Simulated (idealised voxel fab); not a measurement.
Process module heading - voxel self aligned vias
It is cross-section cut that appears here, measuring 290 nm in width, its square cells being 5 nm in size.
Just so we're on the same page, the cross-sections are grids of square cells, and they're listed out in bands top to bottom, each band one or more rows deep. Each band's line starts with the height of the band's top and of its bottom, in nm. Then come its materials from left to right, each with its width in nm. One material with "edge to edge" fills the band from edge to edge. "blank" is empty space. Heights from 0 (as-received wafer is one material below). Bottom band endless downward, as "0 nm and below". Graded width ("30 to 40"): value in top row of band = first number; value in bottom row = second number; row-to-row change constant. What does "no modification" mean for a step? It means no cell of the cross-section changed in that step. The entry titled "Enclosed internal cavities" provides the empty spaces that have no open way to the top, restricted to those of 8 cells or more. Each is presented as width x height at distance, the distance being measured from the left edge, with all three in nm. On each step's line, the part that comes after the settings is the simulator's own comment on the step. You can add "overlay nm" to a step's line. For a step with a mask, it describes how far the mask lay to the right of its planned position, and a negative number describes a lay to the left.

Intended process steps
1: op RECEIVE | material Si
2: op CONFORMAL_DEP | material SiO2 | thk nm 15
3: op CONFORMAL_DEP | material SiCN | thk nm 5
4: op DIRECTIONAL_DEP | material SiO2 | thk nm 30
5: op PATTERN | tone open | mask id LINES | material resist | width nm 20 | pitch nm 60 | thk nm 20 | overlay nm 0
6: op DIRECTIONAL_ETCH | etch materials SiO2 | depth nm 30
7: op STRIP | etch materials resist
8: op CONFORMAL_DEP | material TiN | thk nm 5
9: op FILL_DEP | material Ru | thk nm 5
10: op CMP | height nm 50
11: op SELECTIVE_ETCH | etch materials W Ru TiN | depth nm 10
12: op FILL_DEP | material SiN | thk nm 10
13: op CMP | height nm 50
14: op DIRECTIONAL_DEP | material SiO2 | thk nm 20
15: op PATTERN | tone open | mask id VIAS | material resist | width nm 40 | pitch nm 60 | thk nm 20 | overlay nm 0
16: op DIRECTIONAL_ETCH | etch materials SiO2 | depth nm 20
17: op DIRECTIONAL_ETCH | etch materials SiN | depth nm 10
18: op STRIP | etch materials resist
19: op CONFORMAL_DEP | material TiN | thk nm 5
20: op FILL_DEP | material Ru | thk nm 5
21: op CMP | height nm 70
22: op CONFORMAL_DEP | material SiN | thk nm 5
Quick note for whoever runs this: the wafers start identical, but the width nm at step 5 isn't the same across them. The plan just shows what the first wafer had.

Cross-section: the first of several wafers in its as-received state, i.e. following step 1
0 nm and below | Si edge to edge
Enclosed internal cavities: none

Take any row and you have a wafer at the end of the module: how many cells of each material it has gained (+) or lost (-) since it was received, and then its closed voids
width nm 20, +56 Ru, +58 SiCN, +58 SiN, +642 SiO2, +56 TiN, Enclosed internal cavities: none
width nm 25, +66 Ru, +58 SiCN, +58 SiN, +630 SiO2, +58 TiN, Enclosed internal cavities: none
width nm 30, +76 Ru, +58 SiCN, +58 SiN, +618 SiO2, +60 TiN, Enclosed internal cavities: none
width nm 35, +86 Ru, +58 SiCN, +58 SiN, +606 SiO2, +62 TiN, Enclosed internal cavities: none
width nm 40, +96 Ru, +58 SiCN, +58 SiN, +594 SiO2, +64 TiN, Enclosed internal cavities: none
width nm 45, +102 Ru, +58 SiCN, +62 SiN, +582 SiO2, +66 TiN, Enclosed internal cavities: none
